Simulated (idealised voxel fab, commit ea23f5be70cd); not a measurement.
This section sets out a process module, namely voxel gate over fins.
This is section cut - it's 265 nm across, gridded in 5 nm square cells.
A cross-section is a grid of square cells, given in bands from the top down. A band is one or more rows of cells.
Top, bottom (nm), then materials left to right with widths (nm); lone material tagged "all across" fills the whole band edge to edge; "air" = empty space.
Where do heights start? At 0: under that level the wafer as delivered is made of one material only. And the lowest band has no floor; it just carries on downward, as in "0 nm and below".
Think of "30..40" as a width that walks from the first number to the second as you go down the band, top row to bottom row, taking equal-sized steps from row to row.
Given "no alterations made" for a step, no cell of the cross-section differs between before and after that step.
Heads up: "Closed empty spaces" only lists the empty pockets with no open path to the top that are 8 cells or more, and it writes them as width x height at distance, distance from the left edge, in nm.
Heads up: the bit after the settings on a step's line is the simulator's remark on that step.
The optional step-line setting "overlay nm" applies to steps with a mask and quantifies how far to the right of its planned location the mask lay, a negative value indicating leftward placement.

Plan
1) RECEIVE | material Si
2) CONFORMAL_DEP | material SiN | thk nm 10
3) MASKED_ETCH | tone cover | mask id FINS | width nm 15 | pitch nm 60 | etch materials SiN | depth nm 10 | overlay nm -15
4) MASKED_ETCH | tone cover | mask id FINS | width nm 15 | pitch nm 60 | etch materials Si | depth nm 40 | overlay nm 0
5) OXIDIZE | depth nm 5
6) FILL_DEP | material SiO2 | thk nm 5
7) CMP | height nm 10
8) MASKED_ETCH | tone open | mask id RAIL | width nm 15 | etch materials SiO2 | depth nm 45 | overlay nm 0
9) CONFORMAL_DEP | material TiN | thk nm 5
10) FILL_DEP | material Ru | thk nm 10
11) CMP | height nm 10
12) SELECTIVE_ETCH | etch materials W Ru TiN | depth nm 30
13) FILL_DEP | material SiO2 | thk nm 5
14) CMP | height nm 10
15) SELECTIVE_ETCH | etch materials SiO2 | depth nm 20
16) STRIP | etch materials SiN
17) CONFORMAL_DEP | material HfO2 | thk nm 5
18) CONFORMAL_DEP | material TiN | thk nm 5
19) CONFORMAL_DEP | material TiAl | thk nm 5
20) CONFORMAL_DEP | material TiN | thk nm 5
21) FILL_DEP | material W | thk nm 10
22) CMP | height nm 25
23) CONFORMAL_DEP | material SiCN | thk nm 10
Split variable: overlay nm, step 3. Plan value = first wafer. Wafers start alike.

Cross-section: the first of several wafers in its as-received state, i.e. following step 1
* 0 nm and below: Si all across
* Closed empty spaces: none

The table below has one row for each wafer; a row shows, as of the end of the module, how many cells of each material the wafer has gained, marked (+), or lost, marked (-), since it was received, and then the wafer's closed voids
overlay nm -15 | +69 HfO2 | +2 Ru | -345 Si | +106 SiCN | +250 SiO2 | +69 TiAl | +145 TiN | +75 W | Closed empty spaces: none
overlay nm -10 | +69 HfO2 | +2 Ru | -377 Si | +106 SiCN | +278 SiO2 | +69 TiAl | +145 TiN | +79 W | Closed empty spaces: none
overlay nm -5 | +69 HfO2 | +2 Ru | -409 Si | +106 SiCN | +306 SiO2 | +69 TiAl | +145 TiN | +83 W | Closed empty spaces: none
overlay nm 0 | +69 HfO2 | +2 Ru | -441 Si | +106 SiCN | +334 SiO2 | +69 TiAl | +145 TiN | +87 W | Closed empty spaces: none
overlay nm 5 | +69 HfO2 | +2 Ru | -409 Si | +106 SiCN | +306 SiO2 | +69 TiAl | +145 TiN | +83 W | Closed empty spaces: none
overlay nm 10 | +69 HfO2 | +2 Ru | -377 Si | +106 SiCN | +278 SiO2 | +69 TiAl | +145 TiN | +79 W | Closed empty spaces: none
overlay nm 15 | +69 HfO2 | +2 Ru | -345 Si | +106 SiCN | +250 SiO2 | +69 TiAl | +145 TiN | +75 W | Closed empty spaces: none
